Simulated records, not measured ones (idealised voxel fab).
process module | voxel quadruple lines
cross-section cut | 280 nm wide | cells 5 nm
A cross-section is a grid of square cells, given in bands from the top down. A band is one or more rows of cells.
Each band's line starts with the height of the band's top and of its bottom, in nm. Then come its materials from left to right, each with its width in nm. One material with "throughout" fills the band from edge to edge. "air" is empty space.
Height 0 is the level under which the wafer as received is all one material. The lowest band goes on downwards, as in "0 down".
A width such as "30 to 40" changes by the same amount from each row of cells to the next, from the band's top row to its bottom row.
"no change" after a step means that no cell of the cross-section changed.
closed voids: empty space of 8 cells or more with no open way to the top, each as width x height at its distance from the left edge, in nm
after a step's settings: what the simulator itself notes on the step
overlay nm, on a step with a mask: how far to the right of its planned place the mask lay; to the left if negative
plan
1 op RECEIVE | material Si
2 op CONFORMAL_DEP | material Al2O3 | thk nm 5
3 op DIRECTIONAL_DEP | material Ru | thk nm 10
4 op DIRECTIONAL_DEP | material polySi | thk nm 20
5 op DIRECTIONAL_DEP | material aC | thk nm 20
6 op PATTERN | tone cover | mask id MANDREL | material resist | width nm 20 | thk nm 25 | overlay nm -15
7 op DIRECTIONAL_ETCH | etch materials aC | depth nm 20
8 op STRIP | etch materials resist
9 op CONFORMAL_DEP | material SiO2 | thk nm 10
10 op DIRECTIONAL_ETCH | etch materials SiO2 | depth nm 10
11 op STRIP | etch materials aC
12 op DIRECTIONAL_ETCH | etch materials polySi | depth nm 20
13 op STRIP | etch materials SiO2
14 op CONFORMAL_DEP | material SiCN | thk nm 5
15 op DIRECTIONAL_ETCH | etch materials SiCN | depth nm 5
16 op STRIP | etch materials polySi
17 op DIRECTIONAL_ETCH | etch materials Ru | depth nm 10
18 op STRIP | etch materials SiCN
19 op FILL_DEP | material lowk | thk nm 10
20 op CMP | height nm 15
varied across the wafers: overlay nm of step 6. The plan shows the first wafer's value. All wafers start alike
first wafer as received, after step 1
  0 down: Si throughout
  closed voids: none
each wafer at the end: cells of each material gained (+) or lost (-) since it was received, then its closed voids
overlay nm -15 | +56 Al2O3 | +8 Ru | +104 lowk | closed voids: none
overlay nm -10 | +56 Al2O3 | +8 Ru | +104 lowk | closed voids: none
overlay nm -5 | +56 Al2O3 | +8 Ru | +104 lowk | closed voids: none
overlay nm 0 | +56 Al2O3 | +8 Ru | +104 lowk | closed voids: none
overlay nm 5 | +56 Al2O3 | +8 Ru | +104 lowk | closed voids: none
overlay nm 10 | +56 Al2O3 | +8 Ru | +104 lowk | closed voids: none
overlay nm 15 | +56 Al2O3 | +8 Ru | +104 lowk | closed voids: none
